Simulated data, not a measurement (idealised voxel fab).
Process module in this document: voxel transistor to metal
FYI the section here is cut, 300 nm wide, cells are 5 nm squares.
Cross-sections here: square-cell grids, written as top-down lists of bands, a band being one or more rows of cells. Band entry format. Leading values: height of top, height of bottom, nm. Remainder: materials in left-to-right order, each with its width in nm. Special words: "all across" on a single material, which then fills the band edge to edge; "air", empty space. Heads up on the height convention: 0 is the point under which the incoming wafer is all one material, and the lowest band has no bottom, it just keeps going down, like "0 and below". Quick explanation for "30->40": the width changes in equal steps down the rows of cells, from the first number in the band's top row to the second number in its bottom row. It should be understood that the words "nothing altered", when stated for a given step, signify that the cross-section underwent no change in any of its cells during that step. The entry titled "Enclosed internal cavities" provides the empty spaces that have no open way to the top, restricted to those of 8 cells or more. Each is presented as width x height at distance, the distance being measured from the left edge, with all three in nm. Step line, after settings: the simulator's comment on this step. Among the settings permitted on a step's line is "overlay nm"; applied to a step with a mask, it specifies the extent to which the mask lay to the right of its planned position, whereas a negative figure signifies a position to the left. Pairs ahead. Before: cross-section ahead of one process step. After: cross-section once the step is done, shown to the lowest changed band only. Under each pair: that step, with settings. Caution: pairs may come from different runs of this module on the same starting wafer; a pair follows the pair above only where its "Pre-step snapshot" entry says so.
Pre-step snapshot
70 down to 60: air 30 | aC 20 | air 65 | aC 20 | air 35 | aC 20 | air 65 | aC 20 | air 25
60 down to 40: air 30 | W 20 | air 65 | W 20 | air 35 | W 20 | air 65 | W 20 | air 25
40 down to 35: TiN all across
35 down to 20: SiO2 25 | TiN 5 | W 10 | TiN 5 | SiO2 65 | TiN 5 | W 10 | TiN 5 | SiO2 35 | TiN 5 | W 10 | TiN 5 | SiO2 65 | TiN 5 | W 10 | TiN 5 | SiO2 30
20 down to 5: SiO2 25 | TiN 5 | W 10 | TiN 5 | SiN 10 | HfO2 5 | TiN 5 | W 25 | TiN 5 | HfO2 5 | SiN 10 | TiN 5 | W 10 | TiN 5 | SiO2 35 | TiN 5 | W 10 | TiN 5 | SiN 10 | HfO2 5 | TiN 5 | W 25 | TiN 5 | HfO2 5 | SiN 10 | TiN 5 | W 10 | TiN 5 | SiO2 30
5 down to 0: SiO2 25 | TiN 20 | SiN 10 | HfO2 5 | TiN 5 | W 25 | TiN 5 | HfO2 5 | SiN 10 | TiN 20 | SiO2 35 | TiN 20 | SiN 10 | HfO2 5 | TiN 5 | W 25 | TiN 5 | HfO2 5 | SiN 10 | TiN 20 | SiO2 30
0 down to -5: SiO2 25 | TiN 10 | nSi 10 | SiN 10 | HfO2 5 | TiN 35 | HfO2 5 | SiN 10 | nSi 10 | TiN 10 | SiO2 35 | TiN 10 | nSi 10 | SiN 10 | HfO2 5 | TiN 35 | HfO2 5 | SiN 10 | nSi 10 | TiN 10 | SiO2 30
-5 down to -10: SiO2 25 | TiN 10 | nSi 10 | SiO2 10 | HfO2 45 | SiO2 10 | nSi 10 | TiN 10 | SiO2 35 | TiN 10 | nSi 10 | SiO2 10 | HfO2 45 | SiO2 10 | nSi 10 | TiN 10 | SiO2 30
-10 down to -20: SiO2 25 | nSi 20 | Si 65 | nSi 20 | SiO2 35 | nSi 20 | Si 65 | nSi 20 | SiO2 30
-20 down to -45: SiO2 25 | Si 105 | SiO2 35 | Si 105 | SiO2 30
-45 and below: Si all across
Enclosed internal cavities: none
Resultant Cross-Section
70 down to 60: air 30 | aC 20 | air 65 | aC 20 | air 35 | aC 20 | air 65 | aC 20 | air 25
60 down to 40: air 30 | W 20 | air 65 | W 20 | air 35 | W 20 | air 65 | W 20 | air 25
40 down to 35: air 30 | TiN 20 | air 65 | TiN 20 | air 35 | TiN 20 | air 65 | TiN 20 | air 25
Heights below 35 show no change.
Enclosed internal cavities: none
Between the cross-sections above, the step performed was DIRECTIONAL_ETCH [etch materials TiN] [depth nm 5]
Pre-step snapshot: The prior state of this step coincides with the post-step cross-section of the pair just above.
Resultant Cross-Section
60 down to 40: air 30 | W 20 | air 65 | W 20 | air 35 | W 20 | air 65 | W 20 | air 25
Heights below 40 show no change.
Enclosed internal cavities: none
Between the cross-sections above, the step performed was STRIP [etch materials aC]
Pre-step snapshot: The prior state of this step coincides with the post-step cross-section of the pair just above.
Resultant Cross-Section
70 down to 60: lowk all across
60 down to 40: lowk 30 | W 20 | lowk 65 | W 20 | lowk 35 | W 20 | lowk 65 | W 20 | lowk 25
40 down to 35: lowk 30 | TiN 20 | lowk 65 | TiN 20 | lowk 35 | TiN 20 | lowk 65 | TiN 20 | lowk 25
Heights below 35 show no change.
Enclosed internal cavities: none
Between the cross-sections above, the step performed was FILL_DEP [material lowk] [thk nm 10]
Pre-step snapshot: The prior state of this step coincides with the post-step cross-section of the pair just above.
Resultant Cross-Section
60 down to 40: lowk 30 | W 20 | lowk 65 | W 20 | lowk 35 | W 20 | lowk 65 | W 20 | lowk 25
Heights below 40 show no change.
Enclosed internal cavities: none
Between the cross-sections above, the step performed was CMP [height nm 60]
Pre-step snapshot: The prior state of this step coincides with the post-step cross-section of the pair just above.
Resultant Cross-Section
65 down to 60: SiN all across
Heights below 60 show no change.
Enclosed internal cavities: none
Between the cross-sections above, the step performed was CONFORMAL_DEP [material SiN] [thk nm 5]
Pre-step snapshot
35 down to 30: air 35 | TiN 30 | air 25 | TiN 30 | air 55 | TiN 30 | air 25 | TiN 30 | air 40
30 down to 25: TiN 40 | HfO2 20 | TiN 5 | air 25 | TiN 5 | HfO2 20 | TiN 65 | HfO2 20 | TiN 5 | air 25 | TiN 5 | HfO2 20 | TiN 45
25 down to 20: HfO2 45 | SiN 10 | HfO2 5 | TiN 5 | air 25 | TiN 5 | HfO2 5 | SiN 10 | HfO2 75 | SiN 10 | HfO2 5 | TiN 5 | air 25 | TiN 5 | HfO2 5 | SiN 10 | HfO2 50
20 down to 0: SiO2 45 | SiN 10 | HfO2 5 | TiN 5 | air 25 | TiN 5 | HfO2 5 | SiN 10 | SiO2 75 | SiN 10 | HfO2 5 | TiN 5 | air 25 | TiN 5 | HfO2 5 | SiN 10 | SiO2 50
0 down to -5: SiO2 35 | nSi 10 | SiN 10 | HfO2 5 | TiN 35 | HfO2 5 | SiN 10 | nSi 10 | SiO2 55 | nSi 10 | SiN 10 | HfO2 5 | TiN 35 | HfO2 5 | SiN 10 | nSi 10 | SiO2 40
-5 down to -10: SiO2 35 | nSi 10 | SiO2 10 | HfO2 45 | SiO2 10 | nSi 10 | SiO2 55 | nSi 10 | SiO2 10 | HfO2 45 | SiO2 10 | nSi 10 | SiO2 40
-10 down to -20: SiO2 25 | nSi 20 | Si 65 | nSi 20 | SiO2 35 | nSi 20 | Si 65 | nSi 20 | SiO2 30
-20 down to -45: SiO2 25 | Si 105 | SiO2 35 | Si 105 | SiO2 30
-45 and below: Si all across
Enclosed internal cavities: none
Resultant Cross-Section
45 down to 35: aC all across
35 down to 30: aC 35 | TiN 30 | aC 25 | TiN 30 | aC 55 | TiN 30 | aC 25 | TiN 30 | aC 40
30 down to 25: TiN 40 | HfO2 20 | TiN 5 | aC 25 | TiN 5 | HfO2 20 | TiN 65 | HfO2 20 | TiN 5 | aC 25 | TiN 5 | HfO2 20 | TiN 45
25 down to 20: HfO2 45 | SiN 10 | HfO2 5 | TiN 5 | aC 25 | TiN 5 | HfO2 5 | SiN 10 | HfO2 75 | SiN 10 | HfO2 5 | TiN 5 | aC 25 | TiN 5 | HfO2 5 | SiN 10 | HfO2 50
20 down to 0: SiO2 45 | SiN 10 | HfO2 5 | TiN 5 | aC 25 | TiN 5 | HfO2 5 | SiN 10 | SiO2 75 | SiN 10 | HfO2 5 | TiN 5 | aC 25 | TiN 5 | HfO2 5 | SiN 10 | SiO2 50
Heights below 0 show no change.
Enclosed internal cavities: none
Between the cross-sections above, the step performed was FILL_DEP [material aC] [thk nm 10]
Pre-step snapshot: The prior state of this step coincides with the post-step cross-section of the pair just above.
Resultant Cross-Section
20 down to 0: SiO2 45 | SiN 10 | HfO2 5 | TiN 5 | aC 25 | TiN 5 | HfO2 5 | SiN 10 | SiO2 75 | SiN 10 | HfO2 5 | TiN 5 | aC 25 | TiN 5 | HfO2 5 | SiN 10 | SiO2 50
Heights below 0 show no change.
Enclosed internal cavities: none
Between the cross-sections above, the step performed was CMP [height nm 20]
Pre-step snapshot: The prior state of this step coincides with the post-step cross-section of the pair just above.
Resultant Cross-Section
35 down to 20: SiO2 all across
Heights below 20 show no change.
Enclosed internal cavities: none
Between the cross-sections above, the step performed was DIRECTIONAL_DEP [material SiO2] [thk nm 15]
Pre-step snapshot: The prior state of this step coincides with the post-step cross-section of the pair just above.
Resultant Cross-Section
50 down to 35: aC all across
Heights below 35 show no change.
Enclosed internal cavities: none
Between the cross-sections above, the step performed was DIRECTIONAL_DEP [material aC] [thk nm 15]
Pre-step snapshot: The prior state of this step coincides with the post-step cross-section of the pair just above.
Resultant Cross-Section
80 down to 50: resist 25 | air 20 | resist 65 | air 20 | resist 35 | air 20 | resist 65 | air 20 | resist 30
Heights below 50 show no change.
Enclosed internal cavities: none
Between the cross-sections above, the step performed was PATTERN [tone open] [mask id CONTACT] [material resist] [width nm 20] [thk nm 30] [overlay nm 0]
Pre-step snapshot: The prior state of this step coincides with the post-step cross-section of the pair just above.
Resultant Cross-Section
65 down to 50: resist 25 | air 20 | resist 65 | air 20 | resist 35 | air 20 | resist 65 | air 20 | resist 30
50 down to 35: aC 25 | air 20 | aC 65 | air 20 | aC 35 | air 20 | aC 65 | air 20 | aC 30
Heights below 35 show no change.
Enclosed internal cavities: none
Between the cross-sections above, the step performed was DIRECTIONAL_ETCH [etch materials aC] [depth nm 15]
Pre-step snapshot: The prior state of this step coincides with the post-step cross-section of the pair just above.
Resultant Cross-Section
50 down to 35: aC 25 | air 20 | aC 65 | air 20 | aC 35 | air 20 | aC 65 | air 20 | aC 30
Heights below 35 show no change.
Enclosed internal cavities: none
Between the cross-sections above, the step performed was STRIP [etch materials resist]
Pre-step snapshot: The prior state of this step coincides with the post-step cross-section of the pair just above.
Resultant Cross-Section
50 down to 35: aC 25 | air 20 | aC 65 | air 20 | aC 35 | air 20 | aC 65 | air 20 | aC 30
35 down to 20: SiO2 25 | air 20 | SiO2 65 | air 20 | SiO2 35 | air 20 | SiO2 65 | air 20 | SiO2 30
20 down to 0: SiO2 25 | air 20 | SiN 10 | HfO2 5 | TiN 5 | aC 25 | TiN 5 | HfO2 5 | SiN 10 | air 20 | SiO2 35 | air 20 | SiN 10 | HfO2 5 | TiN 5 | aC 25 | TiN 5 | HfO2 5 | SiN 10 | air 20 | SiO2 30
0 down to -5: SiO2 25 | air 10 | nSi 10 | SiN 10 | HfO2 5 | TiN 35 | HfO2 5 | SiN 10 | nSi 10 | air 10 | SiO2 35 | air 10 | nSi 10 | SiN 10 | HfO2 5 | TiN 35 | HfO2 5 | SiN 10 | nSi 10 | air 10 | SiO2 30
-5 down to -10: SiO2 25 | air 10 | nSi 10 | SiO2 10 | HfO2 45 | SiO2 10 | nSi 10 | air 10 | SiO2 35 | air 10 | nSi 10 | SiO2 10 | HfO2 45 | SiO2 10 | nSi 10 | air 10 | SiO2 30
Heights below -10 show no change.
Enclosed internal cavities: none
Between the cross-sections above, the step performed was DIRECTIONAL_ETCH [etch materials SiO2] [depth nm 45]
Pre-step snapshot: The prior state of this step coincides with the post-step cross-section of the pair just above.
Resultant Cross-Section
35 down to 20: SiO2 25 | air 20 | SiO2 65 | air 20 | SiO2 35 | air 20 | SiO2 65 | air 20 | SiO2 30
Heights below 20 show no change.
Enclosed internal cavities: none
Between the cross-sections above, the step performed was STRIP [etch materials aC]
Pre-step snapshot: The prior state of this step coincides with the post-step cross-section of the pair just above.
Resultant Cross-Section
40 down to 35: TiN 30 | air 10 | TiN 75 | air 10 | TiN 45 | air 10 | TiN 75 | air 10 | TiN 35
35 down to 20: SiO2 25 | TiN 5 | air 10 | TiN 5 | SiO2 65 | TiN 5 | air 10 | TiN 5 | SiO2 35 | TiN 5 | air 10 | TiN 5 | SiO2 65 | TiN 5 | air 10 | TiN 5 | SiO2 30
20 down to 5: SiO2 25 | TiN 5 | air 10 | TiN 5 | SiN 10 | HfO2 5 | TiN 5 | aC 25 | TiN 5 | HfO2 5 | SiN 10 | TiN 5 | air 10 | TiN 5 | SiO2 35 | TiN 5 | air 10 | TiN 5 | SiN 10 | HfO2 5 | TiN 5 | aC 25 | TiN 5 | HfO2 5 | SiN 10 | TiN 5 | air 10 | TiN 5 | SiO2 30
5 down to 0: SiO2 25 | TiN 20 | SiN 10 | HfO2 5 | TiN 5 | aC 25 | TiN 5 | HfO2 5 | SiN 10 | TiN 20 | SiO2 35 | TiN 20 | SiN 10 | HfO2 5 | TiN 5 | aC 25 | TiN 5 | HfO2 5 | SiN 10 | TiN 20 | SiO2 30
0 down to -5: SiO2 25 | TiN 10 | nSi 10 | SiN 10 | HfO2 5 | TiN 35 | HfO2 5 | SiN 10 | nSi 10 | TiN 10 | SiO2 35 | TiN 10 | nSi 10 | SiN 10 | HfO2 5 | TiN 35 | HfO2 5 | SiN 10 | nSi 10 | TiN 10 | SiO2 30
-5 down to -10: SiO2 25 | TiN 10 | nSi 10 | SiO2 10 | HfO2 45 | SiO2 10 | nSi 10 | TiN 10 | SiO2 35 | TiN 10 | nSi 10 | SiO2 10 | HfO2 45 | SiO2 10 | nSi 10 | TiN 10 | SiO2 30
Heights below -10 show no change.
Enclosed internal cavities: none
Between the cross-sections above, the step performed was CONFORMAL_DEP [material TiN] [thk nm 5]
Pre-step snapshot: The prior state of this step coincides with the post-step cross-section of the pair just above.
Resultant Cross-Section
45 down to 40: W all across
40 down to 35: TiN 30 | W 10 | TiN 75 | W 10 | TiN 45 | W 10 | TiN 75 | W 10 | TiN 35
35 down to 20: SiO2 25 | TiN 5 | W 10 | TiN 5 | SiO2 65 | TiN 5 | W 10 | TiN 5 | SiO2 35 | TiN 5 | W 10 | TiN 5 | SiO2 65 | TiN 5 | W 10 | TiN 5 | SiO2 30
20 down to 5: SiO2 25 | TiN 5 | W 10 | TiN 5 | SiN 10 | HfO2 5 | TiN 5 | aC 25 | TiN 5 | HfO2 5 | SiN 10 | TiN 5 | W 10 | TiN 5 | SiO2 35 | TiN 5 | W 10 | TiN 5 | SiN 10 | HfO2 5 | TiN 5 | aC 25 | TiN 5 | HfO2 5 | SiN 10 | TiN 5 | W 10 | TiN 5 | SiO2 30
Heights below 5 show no change.
Enclosed internal cavities: none
Between the cross-sections above, the step performed was FILL_DEP [material W] [thk nm 5]
Pre-step snapshot: The prior state of this step coincides with the post-step cross-section of the pair just above.
Resultant Cross-Section
35 down to 20: SiO2 25 | TiN 5 | W 10 | TiN 5 | SiO2 65 | TiN 5 | W 10 | TiN 5 | SiO2 35 | TiN 5 | W 10 | TiN 5 | SiO2 65 | TiN 5 | W 10 | TiN 5 | SiO2 30
Heights below 20 show no change.
Enclosed internal cavities: none
Between the cross-sections above, the step performed was CMP [height nm 35]
Pre-step snapshot: The prior state of this step coincides with the post-step cross-section of the pair just above.
Resultant Cross-Section
40 down to 35: TiN all across
Heights below 35 show no change.
Enclosed internal cavities: none
Between the cross-sections above, the step performed was DIRECTIONAL_DEP [material TiN] [thk nm 5]
Pre-step snapshot: The prior state of this step coincides with the post-step cross-section of the pair just above.
Resultant Cross-Section
60 down to 40: W all across
Heights below 40 show no change.
Enclosed internal cavities: none
Between the cross-sections above, the step performed was DIRECTIONAL_DEP [material W] [thk nm 20]
Pre-step snapshot: The prior state of this step coincides with the post-step cross-section of the pair just above.
Resultant Cross-Section
70 down to 60: aC all across
Heights below 60 show no change.
Enclosed internal cavities: none
Between the cross-sections above, the step performed was DIRECTIONAL_DEP [material aC] [thk nm 10]
Pre-step snapshot: The prior state of this step coincides with the post-step cross-section of the pair just above.
Resultant Cross-Section
95 down to 70: air 25 | resist 20 | air 65 | resist 20 | air 35 | resist 20 | air 65 | resist 20 | air 30
Heights below 70 show no change.
Enclosed internal cavities: none
Between the cross-sections above, the step performed was PATTERN [tone cover] [mask id METAL_1] [material resist] [width nm 20] [thk nm 25] [overlay nm 0]
Pre-step snapshot: The prior state of this step coincides with the post-step cross-section of the pair just above.
Resultant Cross-Section
85 down to 70: air 25 | resist 20 | air 65 | resist 20 | air 35 | resist 20 | air 65 | resist 20 | air 30
70 down to 60: air 25 | aC 20 | air 65 | aC 20 | air 35 | aC 20 | air 65 | aC 20 | air 30
Heights below 60 show no change.
Enclosed internal cavities: none
Between the cross-sections above, the step performed was DIRECTIONAL_ETCH [etch materials aC] [depth nm 10]
Pre-step snapshot: The prior state of this step coincides with the post-step cross-section of the pair just above.
Resultant Cross-Section
70 down to 60: air 25 | aC 20 | air 65 | aC 20 | air 35 | aC 20 | air 65 | aC 20 | air 30
Heights below 60 show no change.
Enclosed internal cavities: none
Between the cross-sections above, the step performed was STRIP [etch materials resist]
Pre-step snapshot: The prior state of this step coincides with the post-step cross-section of the pair just above.
Resultant Cross-Section
70 down to 60: air 25 | aC 20 | air 65 | aC 20 | air 35 | aC 20 | air 65 | aC 20 | air 30
60 down to 40: air 25 | W 20 | air 65 | W 20 | air 35 | W 20 | air 65 | W 20 | air 30
Heights below 40 show no change.
Enclosed internal cavities: none
Between the cross-sections above, the step performed was DIRECTIONAL_ETCH [etch materials W] [depth nm 20]
Pre-step snapshot: The prior state of this step coincides with the post-step cross-section of the pair just above.
Resultant Cross-Section
70 down to 60: air 25 | aC 20 | air 65 | aC 20 | air 35 | aC 20 | air 65 | aC 20 | air 30
60 down to 40: air 25 | W 20 | air 65 | W 20 | air 35 | W 20 | air 65 | W 20 | air 30
40 down to 35: air 25 | TiN 20 | air 65 | TiN 20 | air 35 | TiN 20 | air 65 | TiN 20 | air 30
Heights below 35 show no change.
Enclosed internal cavities: none
Between the cross-sections above, the step performed was DIRECTIONAL_ETCH [etch materials TiN] [depth nm 5]
Pre-step snapshot: The prior state of this step coincides with the post-step cross-section of the pair just above.
Resultant Cross-Section
60 down to 40: air 25 | W 20 | air 65 | W 20 | air 35 | W 20 | air 65 | W 20 | air 30
Heights below 40 show no change.
Enclosed internal cavities: none
Between the cross-sections above, the step performed was STRIP [etch materials aC]
Pre-step snapshot: The prior state of this step coincides with the post-step cross-section of the pair just above.
Resultant Cross-Section
70 down to 60: lowk all across
60 down to 40: lowk 25 | W 20 | lowk 65 | W 20 | lowk 35 | W 20 | lowk 65 | W 20 | lowk 30
40 down to 35: lowk 25 | TiN 20 | lowk 65 | TiN 20 | lowk 35 | TiN 20 | lowk 65 | TiN 20 | lowk 30
Heights below 35 show no change.
Enclosed internal cavities: none
Between the cross-sections above, the step performed was FILL_DEP [material lowk] [thk nm 10]
Pre-step snapshot: The prior state of this step coincides with the post-step cross-section of the pair just above.
Resultant Cross-Section
60 down to 40: lowk 25 | W 20 | lowk 65 | W 20 | lowk 35 | W 20 | lowk 65 | W 20 | lowk 30
Heights below 40 show no change.
Enclosed internal cavities: none
Between the cross-sections above, the step performed was CMP [height nm 60]
Pre-step snapshot: The prior state of this step coincides with the post-step cross-section of the pair just above.
Resultant Cross-Section
65 down to 60: SiN all across
Heights below 60 show no change.
Enclosed internal cavities: none
Between the cross-sections above, the step performed was CONFORMAL_DEP [material SiN] [thk nm 5]
Pre-step snapshot
50 down to 35: aC all across
35 down to 20: SiO2 all across
20 down to 0: SiO2 45 | SiN 10 | HfO2 5 | TiN 5 | W 25 | TiN 5 | HfO2 5 | SiN 10 | SiO2 75 | SiN 10 | HfO2 5 | TiN 5 | W 25 | TiN 5 | HfO2 5 | SiN 10 | SiO2 50
0 down to -5: SiO2 35 | nSi 10 | SiN 10 | HfO2 5 | TiN 35 | HfO2 5 | SiN 10 | nSi 10 | SiO2 55 | nSi 10 | SiN 10 | HfO2 5 | TiN 35 | HfO2 5 | SiN 10 | nSi 10 | SiO2 40
-5 down to -10: SiO2 35 | nSi 10 | SiO2 10 | HfO2 45 | SiO2 10 | nSi 10 | SiO2 55 | nSi 10 | SiO2 10 | HfO2 45 | SiO2 10 | nSi 10 | SiO2 40
-10 down to -20: SiO2 25 | nSi 20 | Si 65 | nSi 20 | SiO2 35 | nSi 20 | Si 65 | nSi 20 | SiO2 30
-20 down to -45: SiO2 25 | Si 105 | SiO2 35 | Si 105 | SiO2 30
-45 and below: Si all across
Enclosed internal cavities: none
Resultant Cross-Section
80 down to 50: air 25 | resist 20 | air 65 | resist 20 | air 35 | resist 20 | air 65 | resist 20 | air 30
Heights below 50 show no change.
Enclosed internal cavities: none
Between the cross-sections above, the step performed was PATTERN [tone cover] [mask id CONTACT] [material resist] [width nm 20] [thk nm 30] [overlay nm 0]
Pre-step snapshot: The prior state of this step coincides with the post-step cross-section of the pair just above.
Resultant Cross-Section
65 down to 50: air 25 | resist 20 | air 65 | resist 20 | air 35 | resist 20 | air 65 | resist 20 | air 30
50 down to 35: air 25 | aC 20 | air 65 | aC 20 | air 35 | aC 20 | air 65 | aC 20 | air 30
Heights below 35 show no change.
Enclosed internal cavities: none
Between the cross-sections above, the step performed was DIRECTIONAL_ETCH [etch materials aC] [depth nm 15]
Pre-step snapshot: The prior state of this step coincides with the post-step cross-section of the pair just above.
Resultant Cross-Section
50 down to 35: air 25 | aC 20 | air 65 | aC 20 | air 35 | aC 20 | air 65 | aC 20 | air 30
Heights below 35 show no change.
Enclosed internal cavities: none
Between the cross-sections above, the step performed was STRIP [etch materials resist]
Pre-step snapshot: The prior state of this step coincides with the post-step cross-section of the pair just above.
Resultant Cross-Section
50 down to 35: air 25 | aC 20 | air 65 | aC 20 | air 35 | aC 20 | air 65 | aC 20 | air 30
35 down to 20: air 25 | SiO2 20 | air 65 | SiO2 20 | air 35 | SiO2 20 | air 65 | SiO2 20 | air 30
20 down to 0: air 25 | SiO2 20 | SiN 10 | HfO2 5 | TiN 5 | W 25 | TiN 5 | HfO2 5 | SiN 10 | SiO2 20 | air 35 | SiO2 20 | SiN 10 | HfO2 5 | TiN 5 | W 25 | TiN 5 | HfO2 5 | SiN 10 | SiO2 20 | air 30
0 down to -5: air 25 | SiO2 10 | nSi 10 | SiN 10 | HfO2 5 | TiN 35 | HfO2 5 | SiN 10 | nSi 10 | SiO2 10 | air 35 | SiO2 10 | nSi 10 | SiN 10 | HfO2 5 | TiN 35 | HfO2 5 | SiN 10 | nSi 10 | SiO2 10 | air 30
-5 down to -10: air 25 | SiO2 10 | nSi 10 | SiO2 10 | HfO2 45 | SiO2 10 | nSi 10 | SiO2 10 | air 35 | SiO2 10 | nSi 10 | SiO2 10 | HfO2 45 | SiO2 10 | nSi 10 | SiO2 10 | air 30
Heights below -10 show no change.
Enclosed internal cavities: none
Between the cross-sections above, the step performed was DIRECTIONAL_ETCH [etch materials SiO2] [depth nm 45]
Pre-step snapshot: The prior state of this step coincides with the post-step cross-section of the pair just above.
Resultant Cross-Section
35 down to 20: air 25 | SiO2 20 | air 65 | SiO2 20 | air 35 | SiO2 20 | air 65 | SiO2 20 | air 30
Heights below 20 show no change.
Enclosed internal cavities: none
Between the cross-sections above, the step performed was STRIP [etch materials aC]
Pre-step snapshot: The prior state of this step coincides with the post-step cross-section of the pair just above.
Resultant Cross-Section
40 down to 35: air 20 | TiN 30 | air 55 | TiN 30 | air 25 | TiN 30 | air 55 | TiN 30 | air 25
35 down to 25: air 20 | TiN 5 | SiO2 20 | TiN 5 | air 55 | TiN 5 | SiO2 20 | TiN 5 | air 25 | TiN 5 | SiO2 20 | TiN 5 | air 55 | TiN 5 | SiO2 20 | TiN 5 | air 25
25 down to 20: air 20 | TiN 5 | SiO2 20 | TiN 65 | SiO2 20 | TiN 5 | air 25 | TiN 5 | SiO2 20 | TiN 65 | SiO2 20 | TiN 5 | air 25
20 down to 0: air 20 | TiN 5 | SiO2 20 | SiN 10 | HfO2 5 | TiN 5 | W 25 | TiN 5 | HfO2 5 | SiN 10 | SiO2 20 | TiN 5 | air 25 | TiN 5 | SiO2 20 | SiN 10 | HfO2 5 | TiN 5 | W 25 | TiN 5 | HfO2 5 | SiN 10 | SiO2 20 | TiN 5 | air 25
0 down to -5: air 20 | TiN 5 | SiO2 10 | nSi 10 | SiN 10 | HfO2 5 | TiN 35 | HfO2 5 | SiN 10 | nSi 10 | SiO2 10 | TiN 5 | air 25 | TiN 5 | SiO2 10 | nSi 10 | SiN 10 | HfO2 5 | TiN 35 | HfO2 5 | SiN 10 | nSi 10 | SiO2 10 | TiN 5 | air 25
-5 down to -10: TiN 25 | SiO2 10 | nSi 10 | SiO2 10 | HfO2 45 | SiO2 10 | nSi 10 | SiO2 10 | TiN 35 | SiO2 10 | nSi 10 | SiO2 10 | HfO2 45 | SiO2 10 | nSi 10 | SiO2 10 | TiN 30
Heights below -10 show no change.
Enclosed internal cavities: none
Between the cross-sections above, the step performed was CONFORMAL_DEP [material TiN] [thk nm 5]
Pre-step snapshot: The prior state of this step coincides with the post-step cross-section of the pair just above.
Resultant Cross-Section
45 down to 40: W all across
40 down to 35: W 20 | TiN 30 | W 55 | TiN 30 | W 25 | TiN 30 | W 55 | TiN 30 | W 25
35 down to 25: W 20 | TiN 5 | SiO2 20 | TiN 5 | W 55 | TiN 5 | SiO2 20 | TiN 5 | W 25 | TiN 5 | SiO2 20 | TiN 5 | W 55 | TiN 5 | SiO2 20 | TiN 5 | W 25
25 down to 20: W 20 | TiN 5 | SiO2 20 | TiN 65 | SiO2 20 | TiN 5 | W 25 | TiN 5 | SiO2 20 | TiN 65 | SiO2 20 | TiN 5 | W 25
20 down to 0: W 20 | TiN 5 | SiO2 20 | SiN 10 | HfO2 5 | TiN 5 | W 25 | TiN 5 | HfO2 5 | SiN 10 | SiO2 20 | TiN 5 | W 25 | TiN 5 | SiO2 20 | SiN 10 | HfO2 5 | TiN 5 | W 25 | TiN 5 | HfO2 5 | SiN 10 | SiO2 20 | TiN 5 | W 25
0 down to -5: W 20 | TiN 5 | SiO2 10 | nSi 10 | SiN 10 | HfO2 5 | TiN 35 | HfO2 5 | SiN 10 | nSi 10 | SiO2 10 | TiN 5 | W 25 | TiN 5 | SiO2 10 | nSi 10 | SiN 10 | HfO2 5 | TiN 35 | HfO2 5 | SiN 10 | nSi 10 | SiO2 10 | TiN 5 | W 25
Heights below -5 show no change.
Enclosed internal cavities: none
Between the cross-sections above, the step performed was FILL_DEP [material W] [thk nm 5]
Pre-step snapshot: The prior state of this step coincides with the post-step cross-section of the pair just above.
Resultant Cross-Section
35 down to 25: W 20 | TiN 5 | SiO2 20 | TiN 5 | W 55 | TiN 5 | SiO2 20 | TiN 5 | W 25 | TiN 5 | SiO2 20 | TiN 5 | W 55 | TiN 5 | SiO2 20 | TiN 5 | W 25
Heights below 25 show no change.
Enclosed internal cavities: none
Between the cross-sections above, the step performed was CMP [height nm 35]
Pre-step snapshot: The prior state of this step coincides with the post-step cross-section of the pair just above.
Resultant Cross-Section
40 down to 35: TiN all across
Heights below 35 show no change.
Enclosed internal cavities: none
Between the cross-sections above, the step performed was DIRECTIONAL_DEP [material TiN] [thk nm 5]
Pre-step snapshot: The prior state of this step coincides with the post-step cross-section of the pair just above.
Resultant Cross-Section
60 down to 40: W all across
Heights below 40 show no change.
Enclosed internal cavities: none
Between the cross-sections above, the step performed was DIRECTIONAL_DEP [material W] [thk nm 20]
Pre-step snapshot: The prior state of this step coincides with the post-step cross-section of the pair just above.
Resultant Cross-Section
70 down to 60: aC all across
Heights below 60 show no change.
Enclosed internal cavities: none
Between the cross-sections above, the step performed was DIRECTIONAL_DEP [material aC] [thk nm 10]
Pre-step snapshot: The prior state of this step coincides with the post-step cross-section of the pair just above.
Resultant Cross-Section
95 down to 70: air 25 | resist 20 | air 65 | resist 20 | air 35 | resist 20 | air 65 | resist 20 | air 30
Heights below 70 show no change.
Enclosed internal cavities: none
Between the cross-sections above, the step performed was PATTERN [tone cover] [mask id METAL_1] [material resist] [width nm 20] [thk nm 25] [overlay nm 0]
Pre-step snapshot: The prior state of this step coincides with the post-step cross-section of the pair just above.
Resultant Cross-Section
85 down to 70: air 25 | resist 20 | air 65 | resist 20 | air 35 | resist 20 | air 65 | resist 20 | air 30
70 down to 60: air 25 | aC 20 | air 65 | aC 20 | air 35 | aC 20 | air 65 | aC 20 | air 30
Heights below 60 show no change.
Enclosed internal cavities: none
Between the cross-sections above, the step performed was DIRECTIONAL_ETCH [etch materials aC] [depth nm 10]
Pre-step snapshot: The prior state of this step coincides with the post-step cross-section of the pair just above.
Resultant Cross-Section
70 down to 60: air 25 | aC 20 | air 65 | aC 20 | air 35 | aC 20 | air 65 | aC 20 | air 30
Heights below 60 show no change.
Enclosed internal cavities: none
Between the cross-sections above, the step performed was STRIP [etch materials resist]
Pre-step snapshot: The prior state of this step coincides with the post-step cross-section of the pair just above.
Resultant Cross-Section
70 down to 60: air 25 | aC 20 | air 65 | aC 20 | air 35 | aC 20 | air 65 | aC 20 | air 30
60 down to 40: air 25 | W 20 | air 65 | W 20 | air 35 | W 20 | air 65 | W 20 | air 30
Heights below 40 show no change.
Enclosed internal cavities: none
Between the cross-sections above, the step performed was DIRECTIONAL_ETCH [etch materials W] [depth nm 20]
Pre-step snapshot: The prior state of this step coincides with the post-step cross-section of the pair just above.
Resultant Cross-Section
70 down to 60: air 25 | aC 20 | air 65 | aC 20 | air 35 | aC 20 | air 65 | aC 20 | air 30
60 down to 40: air 25 | W 20 | air 65 | W 20 | air 35 | W 20 | air 65 | W 20 | air 30
40 down to 35: air 25 | TiN 20 | air 65 | TiN 20 | air 35 | TiN 20 | air 65 | TiN 20 | air 30
Heights below 35 show no change.
Enclosed internal cavities: none
Between the cross-sections above, the step performed was DIRECTIONAL_ETCH [etch materials TiN] [depth nm 5]
Pre-step snapshot: The prior state of this step coincides with the post-step cross-section of the pair just above.
Resultant Cross-Section
60 down to 40: air 25 | W 20 | air 65 | W 20 | air 35 | W 20 | air 65 | W 20 | air 30
Heights below 40 show no change.
Enclosed internal cavities: none
Between the cross-sections above, the step performed was STRIP [etch materials aC]
